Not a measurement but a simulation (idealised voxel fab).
Presented below is a process module, voxel capacitor over wiring.
The cross-section on display is named cut; it measures 175 nm wide, and its cells are 5 nm squares.
If you're reading a cross-section in this doc, picture square cells in a grid; it comes to you as bands, top ones listed first down to the bottom, and a band can be one or more rows of cells. This entry defines a band. It first specifies the height of the band's top and the height of its bottom in nm, and then specifies the band's materials from left to right, stating each material with its width in nm. The word "full width" identifies a single material that fills the band from edge to edge, while the word "empty" identifies empty space. Heights are measured from 0, the level below which the as-received wafer is all one material; the lowest band has no bottom and continues downward, written as in "0 -> down". Graded width ("30->40"): value in top row of band = first number; value in bottom row = second number; row-to-row change constant. When a step is marked "identical to before", none of the cells in the cross-section changed during that step. "Cavities, sealed" specifies each empty space that is not open to the top and that occupies no fewer than 8 cells, using the form width x height at distance, the distance measured from the left edge and all three quantities in nm. Formally, on a step line, whatever follows the settings is a remark that the simulator itself makes on the step. The line of a step may include "overlay nm". On a step with a mask, this value is how far to the right of its planned place the mask lay. A negative value means the mask lay to the left.

Process steps - plan:
1,RECEIVE (material Si)
2,CONFORMAL_DEP (material SiO2; thk nm 10)
3,DIRECTIONAL_DEP (material TiN; thk nm 5)
4,DIRECTIONAL_DEP (material Ru; thk nm 20)
5,DIRECTIONAL_DEP (material aC; thk nm 15)
6,PATTERN (tone cover; mask id METAL_1; material resist; width nm 25; pitch nm 75; thk nm 30; overlay nm 0)
7,DIRECTIONAL_ETCH (etch materials aC; depth nm 15)
8,STRIP (etch materials resist)
9,DIRECTIONAL_ETCH (etch materials Ru; depth nm 20)
10,DIRECTIONAL_ETCH (etch materials TiN; depth nm 5)
11,STRIP (etch materials aC)
12,FILL_DEP (material lowk; thk nm 10)
13,CMP (height nm 35)
14,CONFORMAL_DEP (material SiCN; thk nm 5)
15,DIRECTIONAL_DEP (material SiO2; thk nm 20)
16,DIRECTIONAL_DEP (material aC; thk nm 10)
17,PATTERN (tone open; mask id PLUG_1; material resist; width nm 15; thk nm 25; overlay nm 0)
18,DIRECTIONAL_ETCH (etch materials aC; depth nm 10)
19,STRIP (etch materials resist)
20,DIRECTIONAL_ETCH (etch materials SiO2; depth nm 20)
21,DIRECTIONAL_ETCH (etch materials SiCN; depth nm 5)
22,STRIP (etch materials aC)
23,EPI (material Ru; thk nm 10)
24,EPI (material Ru; thk nm 10)
25,EPI (material Ru; thk nm 5)
26,DIRECTIONAL_DEP (material TiN; thk nm 10)
27,DIRECTIONAL_DEP (material SiN; thk nm 5)
28,DIRECTIONAL_DEP (material TiN; thk nm 5)
29,PATTERN (tone cover; mask id UPPER_PLATE; material resist; width nm 55; thk nm 15; overlay nm 0)
30,DIRECTIONAL_ETCH (etch materials TiN; depth nm 5)
31,DIRECTIONAL_ETCH (etch materials SiN; depth nm 5)
32,STRIP (etch materials resist)
33,MASKED_ETCH (tone cover; mask id LOWER_PLATE; width nm 65; etch materials TiN; depth nm 10; overlay nm 0)
34,FILL_DEP (material SiO2; thk nm 20)
35,CMP (height nm 95)
36,DIRECTIONAL_DEP (material aC; thk nm 10)
37,PATTERN (tone open; mask id PLUG_2; material resist; width nm 15; thk nm 30; overlay nm 0)
38,DIRECTIONAL_ETCH (etch materials aC; depth nm 10)
39,STRIP (etch materials resist)
40,DIRECTIONAL_ETCH (etch materials SiO2; depth nm 15)
41,STRIP (etch materials aC)
42,CONFORMAL_DEP (material TiN; thk nm 5)
43,FILL_DEP (material Cu; thk nm 5)
44,CMP (height nm 95)
45,CONFORMAL_DEP (material SiN; thk nm 5)

First out of two wafers; run went to plan:

As received (post step 1): cross-section:
> 0 -> down | Si full width
> Cavities, sealed: none

Wafer after step 2 (cross-section):
> 10 -> 0 | SiO2 full width
> No changes below 0.

Wafer after step 3 (cross-section):
> 15 -> 10 | TiN full width
> No changes below 10.

Wafer after step 4 (cross-section):
> 35 -> 15 | Ru full width
> No changes below 15.

Wafer after step 5 (cross-section):
> 50 -> 35 | aC full width
> No changes below 35.

Wafer after step 6 (cross-section):
> 80 -> 50 | 35 nm empty / 25 nm resist / 50 nm empty / 25 nm resist / 40 nm empty
> No changes below 50.

Wafer after step 7 (cross-section):
> 65 -> 50 | 35 nm empty / 25 nm resist / 50 nm empty / 25 nm resist / 40 nm empty
> 50 -> 35 | 35 nm empty / 25 nm aC / 50 nm empty / 25 nm aC / 40 nm empty
> No changes below 35.

Wafer after step 8 (cross-section):
> 50 -> 35 | 35 nm empty / 25 nm aC / 50 nm empty / 25 nm aC / 40 nm empty
> No changes below 35.

Wafer after step 9 (cross-section):
> 50 -> 35 | 35 nm empty / 25 nm aC / 50 nm empty / 25 nm aC / 40 nm empty
> 35 -> 15 | 35 nm empty / 25 nm Ru / 50 nm empty / 25 nm Ru / 40 nm empty
> No changes below 15.

Wafer after step 10 (cross-section):
> 50 -> 35 | 35 nm empty / 25 nm aC / 50 nm empty / 25 nm aC / 40 nm empty
> 35 -> 15 | 35 nm empty / 25 nm Ru / 50 nm empty / 25 nm Ru / 40 nm empty
> 15 -> 10 | 35 nm empty / 25 nm TiN / 50 nm empty / 25 nm TiN / 40 nm empty
> No changes below 10.

Wafer after step 11 (cross-section):
> 35 -> 15 | 35 nm empty / 25 nm Ru / 50 nm empty / 25 nm Ru / 40 nm empty
> No changes below 15.

Wafer after step 12 (cross-section):
> 45 -> 35 | lowk full width
> 35 -> 15 | 35 nm lowk / 25 nm Ru / 50 nm lowk / 25 nm Ru / 40 nm lowk
> 15 -> 10 | 35 nm lowk / 25 nm TiN / 50 nm lowk / 25 nm TiN / 40 nm lowk
> No changes below 10.

Wafer after step 13 (cross-section):
> 35 -> 15 | 35 nm lowk / 25 nm Ru / 50 nm lowk / 25 nm Ru / 40 nm lowk
> No changes below 15.

Wafer after step 14 (cross-section):
> 40 -> 35 | SiCN full width
> No changes below 35.

Wafer after step 15 (cross-section):
> 60 -> 40 | SiO2 full width
> No changes below 40.

Wafer after step 16 (cross-section):
> 70 -> 60 | aC full width
> No changes below 60.

Wafer after step 17 (cross-section):
> 95 -> 70 | 45 nm resist / 15 nm empty / 115 nm resist
> No changes below 70.

Wafer after step 18 (cross-section):
> 85 -> 70 | 45 nm resist / 15 nm empty / 115 nm resist
> 70 -> 60 | 45 nm aC / 15 nm empty / 115 nm aC
> No changes below 60.

Wafer after step 19 (cross-section):
> 70 -> 60 | 45 nm aC / 15 nm empty / 115 nm aC
> No changes below 60.

Wafer after step 20 (cross-section):
> 70 -> 60 | 45 nm aC / 15 nm empty / 115 nm aC
> 60 -> 40 | 45 nm SiO2 / 15 nm empty / 115 nm SiO2
> No changes below 40.

Wafer after step 21 (cross-section):
> 70 -> 60 | 45 nm aC / 15 nm empty / 115 nm aC
> 60 -> 40 | 45 nm SiO2 / 15 nm empty / 115 nm SiO2
> 40 -> 35 | 45 nm SiCN / 15 nm empty / 115 nm SiCN
> No changes below 35.

Wafer after step 22 (cross-section):
> 60 -> 40 | 45 nm SiO2 / 15 nm empty / 115 nm SiO2
> No changes below 40.

Wafer after step 23 (cross-section):
> 60 -> 45 | 45 nm SiO2 / 15 nm empty / 115 nm SiO2
> 45 -> 40 | 45 nm SiO2 / 15 nm Ru / 115 nm SiO2
> 40 -> 35 | 45 nm SiCN / 15 nm Ru / 115 nm SiCN
> No changes below 35.

Wafer after step 24 (cross-section):
> 60 -> 55 | 45 nm SiO2 / 15 nm empty / 115 nm SiO2
> 55 -> 40 | 45 nm SiO2 / 15 nm Ru / 115 nm SiO2
> No changes below 40.

Wafer after step 25 (cross-section):
> 60 -> 40 | 45 nm SiO2 / 15 nm Ru / 115 nm SiO2
> No changes below 40.

Wafer after step 26 (cross-section):
> 70 -> 60 | TiN full width
> No changes below 60.

Wafer after step 27 (cross-section):
> 75 -> 70 | SiN full width
> No changes below 70.

Wafer after step 28 (cross-section):
> 80 -> 75 | TiN full width
> No changes below 75.

Wafer after step 29 (cross-section):
> 95 -> 80 | 45 nm empty / 55 nm resist / 75 nm empty
> No changes below 80.

Wafer after step 30 (cross-section):
> 95 -> 80 | 45 nm empty / 55 nm resist / 75 nm empty
> 80 -> 75 | 45 nm empty / 55 nm TiN / 75 nm empty
> No changes below 75.

Wafer after step 31 (cross-section):
> 95 -> 80 | 45 nm empty / 55 nm resist / 75 nm empty
> 80 -> 75 | 45 nm empty / 55 nm TiN / 75 nm empty
> 75 -> 70 | 45 nm empty / 55 nm SiN / 75 nm empty
> No changes below 70.

Wafer after step 32 (cross-section):
> 80 -> 75 | 45 nm empty / 55 nm TiN / 75 nm empty
> No changes below 75.

Wafer after step 33 (cross-section):
> 80 -> 75 | 45 nm empty / 55 nm TiN / 75 nm empty
> 75 -> 70 | 45 nm empty / 55 nm SiN / 75 nm empty
> 70 -> 60 | 40 nm empty / 65 nm TiN / 70 nm empty
> No changes below 60.

Wafer after step 34 (cross-section):
> 100 -> 80 | SiO2 full width
> 80 -> 75 | 45 nm SiO2 / 55 nm TiN / 75 nm SiO2
> 75 -> 70 | 45 nm SiO2 / 55 nm SiN / 75 nm SiO2
> 70 -> 60 | 40 nm SiO2 / 65 nm TiN / 70 nm SiO2
> No changes below 60.

Wafer after step 35 (cross-section):
> 95 -> 80 | SiO2 full width
> No changes below 80.

Wafer after step 36 (cross-section):
> 105 -> 95 | aC full width
> No changes below 95.

Wafer after step 37 (cross-section):
> 135 -> 105 | 55 nm resist / 15 nm empty / 105 nm resist
> No changes below 105.

Wafer after step 38 (cross-section):
> 125 -> 105 | 55 nm resist / 15 nm empty / 105 nm resist
> 105 -> 95 | 55 nm aC / 15 nm empty / 105 nm aC
> No changes below 95.

Wafer after step 39 (cross-section):
> 105 -> 95 | 55 nm aC / 15 nm empty / 105 nm aC
> No changes below 95.

Wafer after step 40 (cross-section):
> 105 -> 95 | 55 nm aC / 15 nm empty / 105 nm aC
> 95 -> 80 | 55 nm SiO2 / 15 nm empty / 105 nm SiO2
> No changes below 80.

Wafer after step 41 (cross-section):
> 95 -> 80 | 55 nm SiO2 / 15 nm empty / 105 nm SiO2
> No changes below 80.

Wafer after step 42 (cross-section):
> 100 -> 95 | 60 nm TiN / 5 nm empty / 110 nm TiN
> 95 -> 85 | 55 nm SiO2 / 5 nm TiN / 5 nm empty / 5 nm TiN / 105 nm SiO2
> 85 -> 75 | 55->45 nm SiO2 / 15->55 nm TiN / 105->75 nm SiO2
> No changes below 75.

Wafer after step 43 (cross-section):
> 105 -> 100 | Cu full width
> 100 -> 95 | 60 nm TiN / 5 nm Cu / 110 nm TiN
> 95 -> 85 | 55 nm SiO2 / 5 nm TiN / 5 nm Cu / 5 nm TiN / 105 nm SiO2
> No changes below 85.

Wafer after step 44 (cross-section):
> 95 -> 85 | 55 nm SiO2 / 5 nm TiN / 5 nm Cu / 5 nm TiN / 105 nm SiO2
> No changes below 85.

Wafer after step 45 (cross-section):
> 100 -> 95 | SiN full width
> No changes below 95.

It is to be noted that the second wafer proceeded from the same initial state and according to the same plan as the first, although one mistake was committed in its execution; through step 16, inclusive, the two wafers share an identical history:

Here is the second wafer in cross-section at the point where step 17 of the plan should have been done:
> 95 -> 70 | 35 nm resist / 15 nm empty / 125 nm resist
> No changes below 70.

Here is the second wafer in cross-section at the point where step 18 of the plan should have been done:
> 85 -> 70 | 35 nm resist / 15 nm empty / 125 nm resist
> 70 -> 60 | 35 nm aC / 15 nm empty / 125 nm aC
> No changes below 60.

Here is the second wafer in cross-section at the point where step 19 of the plan should have been done:
> 70 -> 60 | 35 nm aC / 15 nm empty / 125 nm aC
> No changes below 60.

Here is the second wafer in cross-section at the point where step 20 of the plan should have been done:
> 70 -> 60 | 35 nm aC / 15 nm empty / 125 nm aC
> 60 -> 40 | 35 nm SiO2 / 15 nm empty / 125 nm SiO2
> No changes below 40.

Here is the second wafer in cross-section at the point where step 21 of the plan should have been done:
> 70 -> 60 | 35 nm aC / 15 nm empty / 125 nm aC
> 60 -> 40 | 35 nm SiO2 / 15 nm empty / 125 nm SiO2
> 40 -> 35 | 35 nm SiCN / 15 nm empty / 125 nm SiCN
> No changes below 35.

Here is the second wafer in cross-section at the point where step 22 of the plan should have been done:
> 60 -> 40 | 35 nm SiO2 / 15 nm empty / 125 nm SiO2
> No changes below 40.

Here is the second wafer in cross-section at the point where step 23 of the plan should have been done:
> 60 -> 45 | 35 nm SiO2 / 15 nm empty / 125 nm SiO2
> 45 -> 40 | 35 nm SiO2 / 15 nm Ru / 125 nm SiO2
> 40 -> 35 | 35 nm SiCN / 15 nm Ru / 125 nm SiCN
> No changes below 35.

Here is the second wafer in cross-section at the point where step 24 of the plan should have been done:
> 60 -> 55 | 35 nm SiO2 / 15 nm empty / 125 nm SiO2
> 55 -> 40 | 35 nm SiO2 / 15 nm Ru / 125 nm SiO2
> No changes below 40.

Here is the second wafer in cross-section at the point where step 25 of the plan should have been done:
> 60 -> 40 | 35 nm SiO2 / 15 nm Ru / 125 nm SiO2
> No changes below 40.

Here is the second wafer in cross-section at the point where step 26 of the plan should have been done:
> 70 -> 60 | TiN full width
> No changes below 60.

Here is the second wafer in cross-section at the point where step 27 of the plan should have been done:
> 75 -> 70 | SiN full width
> No changes below 70.

Here is the second wafer in cross-section at the point where step 28 of the plan should have been done:
> 80 -> 75 | TiN full width
> No changes below 75.

Here is the second wafer in cross-section at the point where step 29 of the plan should have been done:
> 95 -> 80 | 45 nm empty / 55 nm resist / 75 nm empty
> No changes below 80.

Here is the second wafer in cross-section at the point where step 30 of the plan should have been done:
> 95 -> 80 | 45 nm empty / 55 nm resist / 75 nm empty
> 80 -> 75 | 45 nm empty / 55 nm TiN / 75 nm empty
> No changes below 75.

Here is the second wafer in cross-section at the point where step 31 of the plan should have been done:
> 95 -> 80 | 45 nm empty / 55 nm resist / 75 nm empty
> 80 -> 75 | 45 nm empty / 55 nm TiN / 75 nm empty
> 75 -> 70 | 45 nm empty / 55 nm SiN / 75 nm empty
> No changes below 70.

Here is the second wafer in cross-section at the point where step 32 of the plan should have been done:
> 80 -> 75 | 45 nm empty / 55 nm TiN / 75 nm empty
> No changes below 75.

Here is the second wafer in cross-section at the point where step 33 of the plan should have been done:
> 80 -> 75 | 45 nm empty / 55 nm TiN / 75 nm empty
> 75 -> 70 | 45 nm empty / 55 nm SiN / 75 nm empty
> 70 -> 60 | 40 nm empty / 65 nm TiN / 70 nm empty
> No changes below 60.

Here is the second wafer in cross-section at the point where step 34 of the plan should have been done:
> 100 -> 80 | SiO2 full width
> 80 -> 75 | 45 nm SiO2 / 55 nm TiN / 75 nm SiO2
> 75 -> 70 | 45 nm SiO2 / 55 nm SiN / 75 nm SiO2
> 70 -> 60 | 40 nm SiO2 / 65 nm TiN / 70 nm SiO2
> No changes below 60.

Here is the second wafer in cross-section at the point where step 35 of the plan should have been done:
> 95 -> 80 | SiO2 full width
> No changes below 80.

Here is the second wafer in cross-section at the point where step 36 of the plan should have been done:
> 105 -> 95 | aC full width
> No changes below 95.

Here is the second wafer in cross-section at the point where step 37 of the plan should have been done:
> 135 -> 105 | 55 nm resist / 15 nm empty / 105 nm resist
> No changes below 105.

Here is the second wafer in cross-section at the point where step 38 of the plan should have been done:
> 125 -> 105 | 55 nm resist / 15 nm empty / 105 nm resist
> 105 -> 95 | 55 nm aC / 15 nm empty / 105 nm aC
> No changes below 95.

Here is the second wafer in cross-section at the point where step 39 of the plan should have been done:
> 105 -> 95 | 55 nm aC / 15 nm empty / 105 nm aC
> No changes below 95.

Here is the second wafer in cross-section at the point where step 40 of the plan should have been done:
> 105 -> 95 | 55 nm aC / 15 nm empty / 105 nm aC
> 95 -> 80 | 55 nm SiO2 / 15 nm empty / 105 nm SiO2
> No changes below 80.

Here is the second wafer in cross-section at the point where step 41 of the plan should have been done:
> 95 -> 80 | 55 nm SiO2 / 15 nm empty / 105 nm SiO2
> No changes below 80.

Here is the second wafer in cross-section at the point where step 42 of the plan should have been done:
> 100 -> 95 | 60 nm TiN / 5 nm empty / 110 nm TiN
> 95 -> 85 | 55 nm SiO2 / 5 nm TiN / 5 nm empty / 5 nm TiN / 105 nm SiO2
> 85 -> 75 | 55->45 nm SiO2 / 15->55 nm TiN / 105->75 nm SiO2
> No changes below 75.

Here is the second wafer in cross-section at the point where step 43 of the plan should have been done:
> 105 -> 100 | Cu full width
> 100 -> 95 | 60 nm TiN / 5 nm Cu / 110 nm TiN
> 95 -> 85 | 55 nm SiO2 / 5 nm TiN / 5 nm Cu / 5 nm TiN / 105 nm SiO2
> No changes below 85.

Here is the second wafer in cross-section at the point where step 44 of the plan should have been done:
> 95 -> 85 | 55 nm SiO2 / 5 nm TiN / 5 nm Cu / 5 nm TiN / 105 nm SiO2
> No changes below 85.

Here is the second wafer in cross-section at the point where step 45 of the plan should have been done:
> 100 -> 95 | SiN full width
> No changes below 95.
Want to know what went wrong? step 17 ran with different settings than intended, the actual operation and settings being PATTERN (tone open; mask id PLUG_1; material resist; width nm 15; thk nm 25; overlay nm -10)
If you tally the cells, the second wafer ends up with the same amount of every material as the first; it's all just sitting in different places.
